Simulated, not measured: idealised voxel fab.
The following process module bears the name voxel transistor to metal.
Displayed cross-section: cut, width of 255 nm, square cells sized 5 nm.
Reading order for cross-sections: top band down to bottom band. Underlying form: a grid of square cells. Band size: one or more rows of cells. In this notation a band is specified by the heights of its top and bottom, in that order and in nm, after which its materials appear from left to right, each paired with its width in nm. The word "full width" attached to a single material means that material fills the band from edge to edge; the word "air" stands for empty space. The level at which height equals 0 is the one under which the wafer, as it arrives, is entirely one material. No lower edge exists for the bottom band, which continues downward and is notated as in "from 0 down". A two-number width, for instance "30..40", indicates that the width is equal to the first number in the top row of the band and to the second number in the bottom row, and that it changes by a constant amount per row of cells. Given "changes: none" for a step, no cell of the cross-section differs between before and after that step. Look at "Cavities, sealed" for the closed voids: empty spaces with no open path to the top, sized 8 cells or up. Each is width x height at distance, distance from the left edge, all nm. The remark found on a step's line after its settings is issued by the simulator itself and pertains to that step. overlay nm: for a step with a mask, the amount by which the mask lay right of where it was planned; a negative amount means left of it.
Planned step list for the process:
step 1: op RECEIVE | material Si
step 2: op CONFORMAL_DEP | material SiO2 | thk nm 5
step 3: op CONFORMAL_DEP | material SiN | thk nm 15
step 4: op MASKED_ETCH | tone cover | mask id ACTIVE | width nm 90 | pitch nm 110 | etch materials SiN | depth nm 15 | overlay nm 0
step 5: op MASKED_ETCH | tone cover | mask id ACTIVE | width nm 90 | pitch nm 110 | etch materials SiO2 | depth nm 5 | overlay nm 0
step 6: op MASKED_ETCH | tone cover | mask id ACTIVE | width nm 90 | pitch nm 110 | etch materials Si | depth nm 25 | overlay nm 0
step 7: op OXIDIZE | depth nm 5
step 8: op FILL_DEP | material SiO2 | thk nm 10
step 9: op CMP | height nm 20
step 10: op SELECTIVE_ETCH | etch materials SiO2 | depth nm 10
step 11: op STRIP | etch materials SiN
step 12: op SELECTIVE_ETCH | etch materials SiO2 | depth nm 5
step 13: op OXIDIZE | depth nm 5
step 14: op DIRECTIONAL_DEP | material polySi | thk nm 25
step 15: op DIRECTIONAL_DEP | material SiCN | thk nm 15
step 16: op PATTERN | tone cover | mask id GATE | material resist | width nm 20 | pitch nm 110 | thk nm 20 | overlay nm 0
step 17: op DIRECTIONAL_ETCH | etch materials SiCN | depth nm 25
step 18: op DIRECTIONAL_ETCH | etch materials polySi | depth nm 35
step 19: op STRIP | etch materials resist
step 20: op CONFORMAL_DEP | material SiN | thk nm 10
step 21: op DIRECTIONAL_ETCH | etch materials SiN | depth nm 10
step 22: op DIRECTIONAL_ETCH | etch materials SiO2 | depth nm 5
step 23: op DIRECTIONAL_ETCH | etch materials Si | depth nm 10
step 24: op EPI | material nSi | thk nm 15
step 25: op FILL_DEP | material SiO2 | thk nm 5
step 26: op CMP | height nm 40
step 27: op DIRECTIONAL_DEP | material SiO2 | thk nm 10
step 28: op PATTERN | tone open | mask id CONTACT | material resist | width nm 25 | pitch nm 55 | thk nm 15 | overlay nm 0
step 29: op DIRECTIONAL_ETCH | etch materials SiO2 | depth nm 50
step 30: op STRIP | etch materials resist
step 31: op CONFORMAL_DEP | material TiN | thk nm 5
step 32: op FILL_DEP | material Ru | thk nm 5
step 33: op CMP | height nm 50
step 34: op DIRECTIONAL_DEP | material TiN | thk nm 5
step 35: op DIRECTIONAL_DEP | material Ru | thk nm 15
step 36: op MASKED_ETCH | tone cover | mask id METAL_1 | width nm 15 | etch materials Ru | depth nm 15 | overlay nm 0
step 37: op MASKED_ETCH | tone cover | mask id METAL_1 | width nm 15 | etch materials TiN | depth nm 5 | overlay nm 0
step 38: op CONFORMAL_DEP | material SiN | thk nm 5
step 39: op FILL_DEP | material SiO2 | thk nm 10
step 40: op CMP | height nm 70
step 41: op CONFORMAL_DEP | material SiCN | thk nm 5
step 42: op DIRECTIONAL_DEP | material SiO2 | thk nm 30
step 43: op MASKED_ETCH | tone open | mask id METAL_2 | width nm 15 | pitch nm 110 | etch materials SiO2 | depth nm 15 | overlay nm 0
step 44: op DIRECTIONAL_DEP | material aC | thk nm 10
step 45: op PATTERN | tone open | mask id METAL_2_HOLES | material resist | width nm 15 | pitch nm 110 | thk nm 30 | overlay nm 0
step 46: op DIRECTIONAL_ETCH | etch materials aC | depth nm 10
step 47: op STRIP | etch materials resist
step 48: op DIRECTIONAL_ETCH | etch materials SiO2 | depth nm 15
step 49: op DIRECTIONAL_ETCH | etch materials SiCN | depth nm 5
step 50: op STRIP | etch materials aC
step 51: op CONFORMAL_DEP | material TiN | thk nm 5
step 52: op FILL_DEP | material Ru | thk nm 5
step 53: op CMP | height nm 105
step 54: op CONFORMAL_DEP | material SiN | thk nm 5
Account of the first of two wafers, which was processed as intended:
Incoming wafer in cross-section (state: after step 1):
  from 0 down = Si full width
  Cavities, sealed: none
The wafer, seen in cross-section, after step 2:
  from 5 to 0 = SiO2 full width
  No changes below 0.
The wafer, seen in cross-section, after step 3:
  from 20 to 5 = SiN full width
  No changes below 5.
The wafer, seen in cross-section, after step 4:
  from 20 to 5 = air: 25  SiN: 90  air: 20  SiN: 90  air: 30
  No changes below 5.
The wafer, seen in cross-section, after step 5:
  from 20 to 5 = air: 25  SiN: 90  air: 20  SiN: 90  air: 30
  from 5 to 0 = air: 25  SiO2: 90  air: 20  SiO2: 90  air: 30
  No changes below 0.
The wafer, seen in cross-section, after step 6:
  from 20 to 5 = air: 25  SiN: 90  air: 20  SiN: 90  air: 30
  from 5 to 0 = air: 25  SiO2: 90  air: 20  SiO2: 90  air: 30
  from 0 to -25 = air: 25  Si: 90  air: 20  Si: 90  air: 30
  No changes below -25.
The wafer, seen in cross-section, after step 7:
  from 20 to 5 = air: 25  SiN: 90  air: 20  SiN: 90  air: 30
  from 5 to 0 = air: 25  SiO2: 90  air: 20  SiO2: 90  air: 30
  from 0 to -25 = air: 25  SiO2: 5  Si: 80  SiO2: 5  air: 20  SiO2: 5  Si: 80  SiO2: 5  air: 30
  from -25 to -30 = SiO2: 30  Si: 80  SiO2: 30  Si: 80  SiO2: 35
  No changes below -30.
The wafer, seen in cross-section, after step 8:
  from 30 to 20 = SiO2 full width
  from 20 to 5 = SiO2: 25  SiN: 90  SiO2: 20  SiN: 90  SiO2: 30
  from 5 to 0 = SiO2 full width
  from 0 to -30 = SiO2: 30  Si: 80  SiO2: 30  Si: 80  SiO2: 35
  No changes below -30.
The wafer, seen in cross-section, after step 9:
  from 20 to 5 = SiO2: 25  SiN: 90  SiO2: 20  SiN: 90  SiO2: 30
  No changes below 5.
The wafer, seen in cross-section, after step 10:
  from 20 to 10 = air: 25  SiN: 90  air: 20  SiN: 90  air: 30
  No changes below 10.
The wafer, seen in cross-section, after step 11:
  from 10 to 5 = SiO2: 25  air: 90  SiO2: 20  air: 90  SiO2: 30
  No changes below 5.
The wafer, seen in cross-section, after step 12:
  from 5 to 0 = SiO2: 20  air: 100  SiO2: 10  air: 100  SiO2: 25
  No changes below 0.
The wafer, seen in cross-section, after step 13:
  from 5 to 0 = SiO2: 20  air: 100  SiO2: 10  air: 100  SiO2: 25
  from 0 to -5 = SiO2 full width
  No changes below -5.
The wafer, seen in cross-section, after step 14:
  from 30 to 25 = polySi: 20  air: 100  polySi: 10  air: 100  polySi: 25
  from 25 to 5 = polySi full width
  from 5 to 0 = SiO2: 20  polySi: 100  SiO2: 10  polySi: 100  SiO2: 25
  No changes below 0.
The wafer, seen in cross-section, after step 15:
  from 45 to 40 = SiCN: 20  air: 100  SiCN: 10  air: 100  SiCN: 25
  from 40 to 30 = SiCN full width
  from 30 to 25 = polySi: 20  SiCN: 100  polySi: 10  SiCN: 100  polySi: 25
  No changes below 25.
The wafer, seen in cross-section, after step 16:
  from 65 to 45 = air: 60  resist: 20  air: 90  resist: 20  air: 65
  from 45 to 40 = SiCN: 20  air: 40  resist: 20  air: 40  SiCN: 10  air: 40  resist: 20  air: 40  SiCN: 25
  No changes below 40.
The wafer, seen in cross-section, after step 17:
  from 65 to 40 = air: 60  resist: 20  air: 90  resist: 20  air: 65
  from 40 to 30 = air: 60  SiCN: 20  air: 90  SiCN: 20  air: 65
  from 30 to 25 = polySi: 20  air: 40  SiCN: 20  air: 40  polySi: 10  air: 40  SiCN: 20  air: 40  polySi: 25
  No changes below 25.
The wafer, seen in cross-section, after step 18:
  from 65 to 40 = air: 60  resist: 20  air: 90  resist: 20  air: 65
  from 40 to 25 = air: 60  SiCN: 20  air: 90  SiCN: 20  air: 65
  from 25 to 5 = air: 60  polySi: 20  air: 90  polySi: 20  air: 65
  from 5 to 0 = SiO2: 20  air: 40  polySi: 20  air: 40  SiO2: 10  air: 40  polySi: 20  air: 40  SiO2: 25
  No changes below 0.
The wafer, seen in cross-section, after step 19:
  from 40 to 25 = air: 60  SiCN: 20  air: 90  SiCN: 20  air: 65
  No changes below 25.
The wafer, seen in cross-section, after step 20:
  from 50 to 40 = air: 50  SiN: 40  air: 70  SiN: 40  air: 55
  from 40 to 25 = air: 50  SiN: 10  SiCN: 20  SiN: 10  air: 70  SiN: 10  SiCN: 20  SiN: 10  air: 55
  from 25 to 15 = air: 50  SiN: 10  polySi: 20  SiN: 10  air: 70  SiN: 10  polySi: 20  SiN: 10  air: 55
  from 15 to 10 = SiN: 30  air: 20  SiN: 10  polySi: 20  SiN: 10  air: 20  SiN: 30  air: 20  SiN: 10  polySi: 20  SiN: 10  air: 20  SiN: 35
  from 10 to 5 = SiN: 60  polySi: 20  SiN: 90  polySi: 20  SiN: 65
  from 5 to 0 = SiO2: 20  SiN: 40  polySi: 20  SiN: 40  SiO2: 10  SiN: 40  polySi: 20  SiN: 40  SiO2: 25
  No changes below 0.
The wafer, seen in cross-section, after step 21:
  from 40 to 25 = air: 50  SiN: 10  SiCN: 20  SiN: 10  air: 70  SiN: 10  SiCN: 20  SiN: 10  air: 55
  from 25 to 5 = air: 50  SiN: 10  polySi: 20  SiN: 10  air: 70  SiN: 10  polySi: 20  SiN: 10  air: 55
  from 5 to 0 = SiO2: 20  SiN: 10  air: 20  SiN: 10  polySi: 20  SiN: 10  air: 20  SiN: 10  SiO2: 10  SiN: 10  air: 20  SiN: 10  polySi: 20  SiN: 10  air: 20  SiN: 10  SiO2: 25
  No changes below 0.
The wafer, seen in cross-section, after step 22:
  from 40 to 25 = air: 50  SiN: 10  SiCN: 20  SiN: 10  air: 70  SiN: 10  SiCN: 20  SiN: 10  air: 55
  from 25 to 5 = air: 50  SiN: 10  polySi: 20  SiN: 10  air: 70  SiN: 10  polySi: 20  SiN: 10  air: 55
  from 5 to 0 = air: 20  SiN: 10  air: 20  SiN: 10  polySi: 20  SiN: 10  air: 20  SiN: 10  air: 10  SiN: 10  air: 20  SiN: 10  polySi: 20  SiN: 10  air: 20  SiN: 10  air: 25
  from 0 to -5 = SiO2: 30  air: 20  SiO2: 40  air: 20  SiO2: 30  air: 20  SiO2: 40  air: 20  SiO2: 35
  No changes below -5.
The wafer, seen in cross-section, after step 23:
  from 40 to 25 = air: 50  SiN: 10  SiCN: 20  SiN: 10  air: 70  SiN: 10  SiCN: 20  SiN: 10  air: 55
  from 25 to 5 = air: 50  SiN: 10  polySi: 20  SiN: 10  air: 70  SiN: 10  polySi: 20  SiN: 10  air: 55
  from 5 to 0 = air: 20  SiN: 10  air: 20  SiN: 10  polySi: 20  SiN: 10  air: 20  SiN: 10  air: 10  SiN: 10  air: 20  SiN: 10  polySi: 20  SiN: 10  air: 20  SiN: 10  air: 25
  from 0 to -5 = SiO2: 30  air: 20  SiO2: 40  air: 20  SiO2: 30  air: 20  SiO2: 40  air: 20  SiO2: 35
  from -5 to -15 = SiO2: 30  air: 20  Si: 40  air: 20  SiO2: 30  air: 20  Si: 40  air: 20  SiO2: 35
  No changes below -15.
The wafer, seen in cross-section, after step 24:
  from 40 to 25 = air: 50  SiN: 10  SiCN: 20  SiN: 10  air: 70  SiN: 10  SiCN: 20  SiN: 10  air: 55
  from 25 to 10 = air: 50  SiN: 10  polySi: 20  SiN: 10  air: 70  SiN: 10  polySi: 20  SiN: 10  air: 55
  from 10 to 5 = air: 35  nSi: 15  SiN: 10  polySi: 20  SiN: 10  nSi: 15  air: 40  nSi: 15  SiN: 10  polySi: 20  SiN: 10  nSi: 15  air: 40
  from 5 to 0 = air: 20  SiN: 10  air: 5  nSi: 15  SiN: 10  polySi: 20  SiN: 10  nSi: 15  air: 5  SiN: 10  air: 10  SiN: 10  air: 5  nSi: 15  SiN: 10  polySi: 20  SiN: 10  nSi: 15  air: 5  SiN: 10  air: 25
  from 0 to -5 = SiO2: 30  nSi: 20  SiO2: 40  nSi: 20  SiO2: 30  nSi: 20  SiO2: 40  nSi: 20  SiO2: 35
  from -5 to -15 = SiO2: 30  nSi: 20  Si: 40  nSi: 20  SiO2: 30  nSi: 20  Si: 40  nSi: 20  SiO2: 35
  No changes below -15.
The wafer, seen in cross-section, after step 25:
  from 45 to 40 = SiO2 full width
  from 40 to 25 = SiO2: 50  SiN: 10  SiCN: 20  SiN: 10  SiO2: 70  SiN: 10  SiCN: 20  SiN: 10  SiO2: 55
  from 25 to 10 = SiO2: 50  SiN: 10  polySi: 20  SiN: 10  SiO2: 70  SiN: 10  polySi: 20  SiN: 10  SiO2: 55
  from 10 to 5 = SiO2: 35  nSi: 15  SiN: 10  polySi: 20  SiN: 10  nSi: 15  SiO2: 40  nSi: 15  SiN: 10  polySi: 20  SiN: 10  nSi: 15  SiO2: 40
  from 5 to 0 = SiO2: 20  SiN: 10  SiO2: 5  nSi: 15  SiN: 10  polySi: 20  SiN: 10  nSi: 15  SiO2: 5  SiN: 10  SiO2: 10  SiN: 10  SiO2: 5  nSi: 15  SiN: 10  polySi: 20  SiN: 10  nSi: 15  SiO2: 5  SiN: 10  SiO2: 25
  No changes below 0.
The wafer, seen in cross-section, after step 26:
  from 40 to 25 = SiO2: 50  SiN: 10  SiCN: 20  SiN: 10  SiO2: 70  SiN: 10  SiCN: 20  SiN: 10  SiO2: 55
  No changes below 25.
The wafer, seen in cross-section, after step 27:
  from 50 to 40 = SiO2 full width
  No changes below 40.
The wafer, seen in cross-section, after step 28:
  from 65 to 50 = resist: 30  air: 25  resist: 30  air: 25  resist: 30  air: 25  resist: 30  air: 25  resist: 35
  No changes below 50.
The wafer, seen in cross-section, after step 29:
  from 65 to 50 = resist: 30  air: 25  resist: 30  air: 25  resist: 30  air: 25  resist: 30  air: 25  resist: 35
  from 50 to 40 = SiO2: 30  air: 25  SiO2: 30  air: 25  SiO2: 30  air: 25  SiO2: 30  air: 25  SiO2: 35
  from 40 to 25 = SiO2: 30  air: 20  SiN: 10  SiCN: 20  SiN: 10  air: 20  SiO2: 30  air: 20  SiN: 10  SiCN: 20  SiN: 10  air: 20  SiO2: 35
  from 25 to 10 = SiO2: 30  air: 20  SiN: 10  polySi: 20  SiN: 10  air: 20  SiO2: 30  air: 20  SiN: 10  polySi: 20  SiN: 10  air: 20  SiO2: 35
  from 10 to 5 = SiO2: 30  air: 5  nSi: 15  SiN: 10  polySi: 20  SiN: 10  nSi: 15  air: 5  SiO2: 30  air: 5  nSi: 15  SiN: 10  polySi: 20  SiN: 10  nSi: 15  air: 5  SiO2: 35
  from 5 to 0 = SiO2: 20  SiN: 10  air: 5  nSi: 15  SiN: 10  polySi: 20  SiN: 10  nSi: 15  air: 5  SiN: 10  SiO2: 10  SiN: 10  air: 5  nSi: 15  SiN: 10  polySi: 20  SiN: 10  nSi: 15  air: 5  SiN: 10  SiO2: 25
  No changes below 0.
The wafer, seen in cross-section, after step 30:
  from 50 to 40 = SiO2: 30  air: 25  SiO2: 30  air: 25  SiO2: 30  air: 25  SiO2: 30  air: 25  SiO2: 35
  No changes below 40.
The wafer, seen in cross-section, after step 31:
  from 55 to 50 = TiN: 35  air: 15  TiN: 40  air: 15  TiN: 40  air: 15  TiN: 40  air: 15  TiN: 40
  from 50 to 40 = SiO2: 30  TiN: 5  air: 15..10  TiN: 5..10  SiO2: 30  TiN: 5..10  air: 15..10  TiN: 5  SiO2: 30  TiN: 5  air: 15..10  TiN: 5..10  SiO2: 30  TiN: 5..10  air: 15..10  TiN: 5  SiO2: 35
  from 40 to 25 = SiO2: 30  TiN: 5  air: 10  TiN: 5  SiN: 10  SiCN: 20  SiN: 10  TiN: 5  air: 10  TiN: 5  SiO2: 30  TiN: 5  air: 10  TiN: 5  SiN: 10  SiCN: 20  SiN: 10  TiN: 5  air: 10  TiN: 5  SiO2: 35
  from 25 to 15 = SiO2: 30  TiN: 5  air: 10  TiN: 5  SiN: 10  polySi: 20  SiN: 10  TiN: 5  air: 10  TiN: 5  SiO2: 30  TiN: 5  air: 10  TiN: 5  SiN: 10  polySi: 20  SiN: 10  TiN: 5  air: 10  TiN: 5  SiO2: 35
  from 15 to 10 = SiO2: 30  TiN: 20  SiN: 10  polySi: 20  SiN: 10  TiN: 20  SiO2: 30  TiN: 20  SiN: 10  polySi: 20  SiN: 10  TiN: 20  SiO2: 35
  from 10 to 5 = SiO2: 30  TiN: 5  nSi: 15  SiN: 10  polySi: 20  SiN: 10  nSi: 15  TiN: 5  SiO2: 30  TiN: 5  nSi: 15  SiN: 10  polySi: 20  SiN: 10  nSi: 15  TiN: 5  SiO2: 35
  from 5 to 0 = SiO2: 20  SiN: 10  TiN: 5  nSi: 15  SiN: 10  polySi: 20  SiN: 10  nSi: 15  TiN: 5  SiN: 10  SiO2: 10  SiN: 10  TiN: 5  nSi: 15  SiN: 10  polySi: 20  SiN: 10  nSi: 15  TiN: 5  SiN: 10  SiO2: 25
  No changes below 0.
The wafer, seen in cross-section, after step 32:
  from 60 to 55 = Ru full width
  from 55 to 50 = TiN: 35  Ru: 15  TiN: 40  Ru: 15  TiN: 40  Ru: 15  TiN: 40  Ru: 15  TiN: 40
  from 50 to 40 = SiO2: 30  TiN: 5  Ru: 15..10  TiN: 5..10  SiO2: 30  TiN: 5..10  Ru: 15..10  TiN: 5  SiO2: 30  TiN: 5  Ru: 15..10  TiN: 5..10  SiO2: 30  TiN: 5..10  Ru: 15..10  TiN: 5  SiO2: 35
  from 40 to 25 = SiO2: 30  TiN: 5  Ru: 10  TiN: 5  SiN: 10  SiCN: 20  SiN: 10  TiN: 5  Ru: 10  TiN: 5  SiO2: 30  TiN: 5  Ru: 10  TiN: 5  SiN: 10  SiCN: 20  SiN: 10  TiN: 5  Ru: 10  TiN: 5  SiO2: 35
  from 25 to 15 = SiO2: 30  TiN: 5  Ru: 10  TiN: 5  SiN: 10  polySi: 20  SiN: 10  TiN: 5  Ru: 10  TiN: 5  SiO2: 30  TiN: 5  Ru: 10  TiN: 5  SiN: 10  polySi: 20  SiN: 10  TiN: 5  Ru: 10  TiN: 5  SiO2: 35
  No changes below 15.
The wafer, seen in cross-section, after step 33:
  from 50 to 40 = SiO2: 30  TiN: 5  Ru: 15..10  TiN: 5..10  SiO2: 30  TiN: 5..10  Ru: 15..10  TiN: 5  SiO2: 30  TiN: 5  Ru: 15..10  TiN: 5..10  SiO2: 30  TiN: 5..10  Ru: 15..10  TiN: 5  SiO2: 35
  No changes below 40.
The wafer, seen in cross-section, after step 34:
  from 55 to 50 = TiN full width
  No changes below 50.
The wafer, seen in cross-section, after step 35:
  from 70 to 55 = Ru full width
  No changes below 55.
The wafer, seen in cross-section, after step 36:
  from 70 to 55 = air: 30  Ru: 15  air: 50  Ru: 15  air: 30  Ru: 15  air: 50  Ru: 15  air: 35
  No changes below 55.
The wafer, seen in cross-section, after step 37:
  from 70 to 55 = air: 30  Ru: 15  air: 50  Ru: 15  air: 30  Ru: 15  air: 50  Ru: 15  air: 35
  from 55 to 50 = air: 30  TiN: 15  air: 50  TiN: 15  air: 30  TiN: 15  air: 50  TiN: 15  air: 35
  No changes below 50.
The wafer, seen in cross-section, after step 38:
  from 75 to 70 = air: 25  SiN: 25  air: 40  SiN: 25  air: 20  SiN: 25  air: 40  SiN: 25  air: 30
  from 70 to 55 = air: 25  SiN: 5  Ru: 15  SiN: 5  air: 40  SiN: 5  Ru: 15  SiN: 5  air: 20  SiN: 5  Ru: 15  SiN: 5  air: 40  SiN: 5  Ru: 15  SiN: 5  air: 30
  from 55 to 50 = SiN: 30  TiN: 15  SiN: 50  TiN: 15  SiN: 30  TiN: 15  SiN: 50  TiN: 15  SiN: 35
  No changes below 50.
The wafer, seen in cross-section, after step 39:
  from 85 to 75 = SiO2 full width
  from 75 to 70 = SiO2: 25  SiN: 25  SiO2: 40  SiN: 25  SiO2: 20  SiN: 25  SiO2: 40  SiN: 25  SiO2: 30
  from 70 to 55 = SiO2: 25  SiN: 5  Ru: 15  SiN: 5  SiO2: 40  SiN: 5  Ru: 15  SiN: 5  SiO2: 20  SiN: 5  Ru: 15  SiN: 5  SiO2: 40  SiN: 5  Ru: 15  SiN: 5  SiO2: 30
  No changes below 55.
The wafer, seen in cross-section, after step 40:
  from 70 to 55 = SiO2: 25  SiN: 5  Ru: 15  SiN: 5  SiO2: 40  SiN: 5  Ru: 15  SiN: 5  SiO2: 20  SiN: 5  Ru: 15  SiN: 5  SiO2: 40  SiN: 5  Ru: 15  SiN: 5  SiO2: 30
  No changes below 55.
The wafer, seen in cross-section, after step 41:
  from 75 to 70 = SiCN full width
  No changes below 70.
The wafer, seen in cross-section, after step 42:
  from 105 to 75 = SiO2 full width
  No changes below 75.
The wafer, seen in cross-section, after step 43:
  from 105 to 90 = SiO2: 30  air: 15  SiO2: 95  air: 15  SiO2: 100
  No changes below 90.
The wafer, seen in cross-section, after step 44:
  from 115 to 105 = aC: 30  air: 15  aC: 95  air: 15  aC: 100
  from 105 to 100 = SiO2: 30  air: 15  SiO2: 95  air: 15  SiO2: 100
  from 100 to 90 = SiO2: 30  aC: 15  SiO2: 95  aC: 15  SiO2: 100
  No changes below 90.
The wafer, seen in cross-section, after step 45:
  from 145 to 115 = resist: 30  air: 15  resist: 95  air: 15  resist: 100
  No changes below 115.
The wafer, seen in cross-section, after step 46:
  from 135 to 115 = resist: 30  air: 15  resist: 95  air: 15  resist: 100
  from 115 to 105 = aC: 30  air: 15  aC: 95  air: 15  aC: 100
  from 105 to 90 = SiO2: 30  air: 15  SiO2: 95  air: 15  SiO2: 100
  No changes below 90.
The wafer, seen in cross-section, after step 47:
  from 115 to 105 = aC: 30  air: 15  aC: 95  air: 15  aC: 100
  No changes below 105.
The wafer, seen in cross-section, after step 48:
  from 115 to 105 = aC: 30  air: 15  aC: 95  air: 15  aC: 100
  from 105 to 75 = SiO2: 30  air: 15  SiO2: 95  air: 15  SiO2: 100
  No changes below 75.
The wafer, seen in cross-section, after step 49:
  from 115 to 105 = aC: 30  air: 15  aC: 95  air: 15  aC: 100
  from 105 to 75 = SiO2: 30  air: 15  SiO2: 95  air: 15  SiO2: 100
  from 75 to 70 = SiCN: 30  air: 15  SiCN: 95  air: 15  SiCN: 100
  No changes below 70.
The wafer, seen in cross-section, after step 50:
  from 105 to 75 = SiO2: 30  air: 15  SiO2: 95  air: 15  SiO2: 100
  No changes below 75.
The wafer, seen in cross-section, after step 51:
  from 110 to 105 = TiN: 35  air: 5  TiN: 105  air: 5  TiN: 105
  from 105 to 75 = SiO2: 30  TiN: 5  air: 5  TiN: 5  SiO2: 95  TiN: 5  air: 5  TiN: 5  SiO2: 100
  from 75 to 70 = SiCN: 30  TiN: 15  SiCN: 95  TiN: 15  SiCN: 100
  No changes below 70.
The wafer, seen in cross-section, after step 52:
  from 115 to 110 = Ru full width
  from 110 to 105 = TiN: 35  Ru: 5  TiN: 105  Ru: 5  TiN: 105
  from 105 to 75 = SiO2: 30  TiN: 5  Ru: 5  TiN: 5  SiO2: 95  TiN: 5  Ru: 5  TiN: 5  SiO2: 100
  No changes below 75.
The wafer, seen in cross-section, after step 53:
  from 105 to 75 = SiO2: 30  TiN: 5  Ru: 5  TiN: 5  SiO2: 95  TiN: 5  Ru: 5  TiN: 5  SiO2: 100
  No changes below 75.
The wafer, seen in cross-section, after step 54:
  from 110 to 105 = SiN full width
  No changes below 105.
The Second Wafer: Common Origin and Plan, One Mistake in Execution, Identical to the First Through Step 34:
Cross-section of the second wafer when, according to plan, step 35 should have finished: changes: none
Cross-section of the second wafer when, according to plan, step 36 should have finished: changes: none
Cross-section of the second wafer when, according to plan, step 37 should have finished:
  from 55 to 50 = air: 30  TiN: 15  air: 50  TiN: 15  air: 30  TiN: 15  air: 50  TiN: 15  air: 35
  No changes below 50.
Cross-section of the second wafer when, according to plan, step 38 should have finished:
  from 60 to 55 = air: 25  SiN: 25  air: 40  SiN: 25  air: 20  SiN: 25  air: 40  SiN: 25  air: 30
  from 55 to 50 = SiN: 30  TiN: 15  SiN: 50  TiN: 15  SiN: 30  TiN: 15  SiN: 50  TiN: 15  SiN: 35
  No changes below 50.
Cross-section of the second wafer when, according to plan, step 39 should have finished:
  from 70 to 60 = SiO2 full width
  from 60 to 55 = SiO2: 25  SiN: 25  SiO2: 40  SiN: 25  SiO2: 20  SiN: 25  SiO2: 40  SiN: 25  SiO2: 30
  No changes below 55.
Cross-section of the second wafer when, according to plan, step 40 should have finished: changes: none
Cross-section of the second wafer when, according to plan, step 41 should have finished:
  from 75 to 70 = SiCN full width
  No changes below 70.
Cross-section of the second wafer when, according to plan, step 42 should have finished:
  from 105 to 75 = SiO2 full width
  No changes below 75.
Cross-section of the second wafer when, according to plan, step 43 should have finished:
  from 105 to 90 = SiO2: 30  air: 15  SiO2: 95  air: 15  SiO2: 100
  No changes below 90.
Cross-section of the second wafer when, according to plan, step 44 should have finished:
  from 115 to 105 = aC: 30  air: 15  aC: 95  air: 15  aC: 100
  from 105 to 100 = SiO2: 30  air: 15  SiO2: 95  air: 15  SiO2: 100
  from 100 to 90 = SiO2: 30  aC: 15  SiO2: 95  aC: 15  SiO2: 100
  No changes below 90.
Cross-section of the second wafer when, according to plan, step 45 should have finished:
  from 145 to 115 = resist: 30  air: 15  resist: 95  air: 15  resist: 100
  No changes below 115.
Cross-section of the second wafer when, according to plan, step 46 should have finished:
  from 135 to 115 = resist: 30  air: 15  resist: 95  air: 15  resist: 100
  from 115 to 105 = aC: 30  air: 15  aC: 95  air: 15  aC: 100
  from 105 to 90 = SiO2: 30  air: 15  SiO2: 95  air: 15  SiO2: 100
  No changes below 90.
Cross-section of the second wafer when, according to plan, step 47 should have finished:
  from 115 to 105 = aC: 30  air: 15  aC: 95  air: 15  aC: 100
  No changes below 105.
Cross-section of the second wafer when, according to plan, step 48 should have finished:
  from 115 to 105 = aC: 30  air: 15  aC: 95  air: 15  aC: 100
  from 105 to 75 = SiO2: 30  air: 15  SiO2: 95  air: 15  SiO2: 100
  No changes below 75.
Cross-section of the second wafer when, according to plan, step 49 should have finished:
  from 115 to 105 = aC: 30  air: 15  aC: 95  air: 15  aC: 100
  from 105 to 75 = SiO2: 30  air: 15  SiO2: 95  air: 15  SiO2: 100
  from 75 to 70 = SiCN: 30  air: 15  SiCN: 95  air: 15  SiCN: 100
  No changes below 70.
Cross-section of the second wafer when, according to plan, step 50 should have finished:
  from 105 to 75 = SiO2: 30  air: 15  SiO2: 95  air: 15  SiO2: 100
  No changes below 75.
Cross-section of the second wafer when, according to plan, step 51 should have finished:
  from 110 to 105 = TiN: 35  air: 5  TiN: 105  air: 5  TiN: 105
  from 105 to 75 = SiO2: 30  TiN: 5  air: 5  TiN: 5  SiO2: 95  TiN: 5  air: 5  TiN: 5  SiO2: 100
  from 75 to 70 = SiCN: 30  TiN: 15  SiCN: 95  TiN: 15  SiCN: 100
  No changes below 70.
Cross-section of the second wafer when, according to plan, step 52 should have finished:
  from 115 to 110 = Ru full width
  from 110 to 105 = TiN: 35  Ru: 5  TiN: 105  Ru: 5  TiN: 105
  from 105 to 75 = SiO2: 30  TiN: 5  Ru: 5  TiN: 5  SiO2: 95  TiN: 5  Ru: 5  TiN: 5  SiO2: 100
  No changes below 75.
Cross-section of the second wafer when, according to plan, step 53 should have finished:
  from 105 to 75 = SiO2: 30  TiN: 5  Ru: 5  TiN: 5  SiO2: 95  TiN: 5  Ru: 5  TiN: 5  SiO2: 100
  No changes below 75.
Cross-section of the second wafer when, according to plan, step 54 should have finished:
  from 110 to 105 = SiN full width
  No changes below 105.
It is concluded that the wafer was processed incorrectly with respect to the plan, in that step 35 of the plan was omitted and not executed
Final difference in cells, second wafer against first, listed per material as more or fewer: -36 Ru, -4 SiN, +40 SiO2
